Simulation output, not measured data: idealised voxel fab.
The document below concerns the process module designated voxel self aligned vias.
cross-section cut | 185 nm wide | cells 5 nm
Notation: cross-section as square-cell grid; stated in bands, top first, going down; one or more cell rows per band. Within each band entry, the heights of the top and of the bottom of the band appear first, in that order and in nm; the materials of the band then follow from left to right, each with its corresponding width in nm. The designation "edge to edge" on a single material indicates that it fills the band from edge to edge; the designation "empty" indicates empty space. We count height from 0. Below that, the starting wafer is all one material. The lowest band never ends at the bottom but goes on down; see "from 0 down" for how that is written. A two-number width, for instance "30..40", indicates that the width is equal to the first number in the top row of the band and to the second number in the bottom row, and that it changes by a constant amount per row of cells. The designation "no alterations made", where it is given for a processing step, indicates that no cell of the cross-section was altered in the course of that step. Reported under the label "Sealed voids" are the empty spaces having no open way to the top and comprising 8 cells or more; the notation for each is width x height at distance, in which the distance is measured from the left edge and all three values are in nm. Read whatever lies past the settings on a step's line as the simulator's own remark about the step. overlay nm: right-of-plan distance of the mask on a masked step; negative values mean left-of-plan.

## Steps in the process plan
step 1: RECEIVE,material Si
step 2: CONFORMAL_DEP,material SiO2,thk nm 15
step 3: CONFORMAL_DEP,material SiCN,thk nm 5
step 4: DIRECTIONAL_DEP,material lowk,thk nm 30
step 5: DIRECTIONAL_DEP,material aC,thk nm 10
step 6: PATTERN,tone open,mask id LINES,material resist,width nm 15,pitch nm 55,thk nm 30,overlay nm 0
step 7: DIRECTIONAL_ETCH,etch materials aC,depth nm 10
step 8: STRIP,etch materials resist
step 9: DIRECTIONAL_ETCH,etch materials lowk,depth nm 30
step 10: STRIP,etch materials aC
step 11: CONFORMAL_DEP,material TiN,thk nm 5
step 12: FILL_DEP,material Ru,thk nm 5
step 13: CMP,height nm 50
step 14: SELECTIVE_ETCH,etch materials W Ru TiN,depth nm 5
step 15: FILL_DEP,material SiN,thk nm 10
step 16: CMP,height nm 50
step 17: DIRECTIONAL_DEP,material lowk,thk nm 15
step 18: PATTERN,tone open,mask id VIAS,material resist,width nm 35,pitch nm 55,thk nm 15,overlay nm 0
step 19: DIRECTIONAL_ETCH,etch materials lowk,depth nm 15
step 20: DIRECTIONAL_ETCH,etch materials SiN,depth nm 5
step 21: STRIP,etch materials resist
step 22: CONFORMAL_DEP,material TiN,thk nm 5
step 23: FILL_DEP,material W,thk nm 10
step 24: CMP,height nm 65
step 25: CONFORMAL_DEP,material SiCN,thk nm 5
Keep in mind the plan's value for the width nm of step 6 comes from the first wafer; the wafers don't share that setting, but they do share the same starting point.

## As-received state after step 1, first of several wafers, cross-section
- from 0 down | Si edge to edge
- Sealed voids: none

## End of the module, past its last step, step 25: how the first of several wafers looks in cross-section
- from 70 to 65 | SiCN edge to edge
- from 65 to 55 | lowk (20), TiN (5), W (25), TiN (5), lowk (20), TiN (5), W (25), TiN (5), lowk (20), TiN (5), W (25), TiN (5), lowk (20)
- from 55 to 50 | lowk (20), TiN (15), W (5), TiN (15), lowk (20), TiN (15), W (5), TiN (15), lowk (20), TiN (15), W (5), TiN (15), lowk (20)
- from 50 to 45 | lowk (30), TiN (15), lowk (40), TiN (15), lowk (40), TiN (15), lowk (30)
- from 45 to 25 | lowk (30), TiN (5), Ru (5), TiN (5), lowk (40), TiN (5), Ru (5), TiN (5), lowk (40), TiN (5), Ru (5), TiN (5), lowk (30)
- from 25 to 20 | lowk (30), TiN (15), lowk (40), TiN (15), lowk (40), TiN (15), lowk (30)
- from 20 to 15 | SiCN edge to edge
- from 15 to 0 | SiO2 edge to edge
- from 0 down | Si edge to edge
- Sealed voids: none

## The final wafer, sectioned at module end
- from 70 to 65 | SiCN edge to edge
- from 65 to 50 | lowk (20), TiN (5), W (25), TiN (5), lowk (20), TiN (5), W (25), TiN (5), lowk (20), TiN (5), W (25), TiN (5), lowk (20)
- from 50 to 45 | lowk (20), TiN (35), SiN (5), lowk (15), TiN (35), SiN (5), lowk (15), TiN (35), SiN (5), lowk (15)
- from 45 to 25 | lowk (20), TiN (5), Ru (30), TiN (5), lowk (15), TiN (5), Ru (30), TiN (5), lowk (15), TiN (5), Ru (30), TiN (5), lowk (15)
- from 25 to 20 | lowk (20), TiN (40), lowk (15), TiN (40), lowk (15), TiN (40), lowk (15)
- from 20 to 15 | SiCN edge to edge
- from 15 to 0 | SiO2 edge to edge
- from 0 down | Si edge to edge
- Sealed voids: none

## The rows of the table below are wafers. Looking at the end of the module, a row counts, for every material, the cells the wafer has gained, shown as (+), or lost, shown as (-), since it was received; its closed voids come next
width nm 15 | +12 Ru | +74 SiCN | +111 SiO2 | +72 TiN | +33 W | +216 lowk | Sealed voids: none
width nm 20 | +24 Ru | +74 SiCN | +111 SiO2 | +75 TiN | +36 W | +198 lowk | Sealed voids: none
width nm 25 | +36 Ru | +74 SiCN | +111 SiO2 | +78 TiN | +39 W | +180 lowk | Sealed voids: none
width nm 30 | +48 Ru | +74 SiCN | +111 SiO2 | +81 TiN | +42 W | +162 lowk | Sealed voids: none
width nm 35 | +60 Ru | +74 SiCN | +111 SiO2 | +84 TiN | +45 W | +144 lowk | Sealed voids: none
width nm 40 | +72 Ru | +74 SiCN | +3 SiN | +111 SiO2 | +87 TiN | +45 W | +126 lowk | Sealed voids: none
